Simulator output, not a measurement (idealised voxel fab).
process module | voxel fin reveal
cross-section cut | 215 nm wide | cells 5 nm
A cross-section is a grid of square cells, given in bands from the top down. A band is one or more rows of cells.
Each band's line starts with the height of the band's top and of its bottom, in nm. Then come its materials from left to right, each with its width in nm. One material with "throughout" fills the band from edge to edge. "air" is empty space.
Height 0 is the level under which the wafer as received is all one material. The lowest band goes on downwards, as in "0 down".
A width such as "30 to 40" changes by the same amount from each row of cells to the next, from the band's top row to its bottom row.
"no change" after a step means that no cell of the cross-section changed.
closed voids: empty space of 8 cells or more with no open way to the top, each as width x height at its distance from the left edge, in nm
after a step's settings: what the simulator itself notes on the step
overlay nm, on a step with a mask: how far to the right of its planned place the mask lay; to the left if negative
plan
1 op RECEIVE | material Si
2 op CONFORMAL_DEP | material SiN | thk nm 5
3 op DIRECTIONAL_DEP | material aC | thk nm 15
4 op PATTERN | tone cover | mask id FINS | material resist | width nm 15 | pitch nm 40 | thk nm 35 | overlay nm 0
5 op DIRECTIONAL_ETCH | etch materials aC | depth nm 15
6 op STRIP | etch materials resist
7 op DIRECTIONAL_ETCH | etch materials SiN | depth nm 5
8 op DIRECTIONAL_ETCH | etch materials Si | depth nm 40
9 op STRIP | etch materials aC
10 op OXIDIZE | depth nm 5
11 op FILL_DEP | material SiO2 | thk nm 10
12 op CMP | height nm 5
13 op SELECTIVE_ETCH | etch materials SiO2 | depth nm 15
14 op STRIP | etch materials SiN
15 op CONFORMAL_DEP | material HfO2 | thk nm 5
as received, after step 1
  0 down: Si throughout
  closed voids: none
a wafer at the end: this start, this plan, one mistake
  0 to -10: air 65 | Si 5 | air 35 | Si 5 | air 35 | Si 5 | air 65
  -10 to -45: SiO2 65 | Si 5 | SiO2 35 | Si 5 | SiO2 35 | Si 5 | SiO2 65
  -45 down: Si throughout
  closed voids: none
what went wrong: step 15 was left out
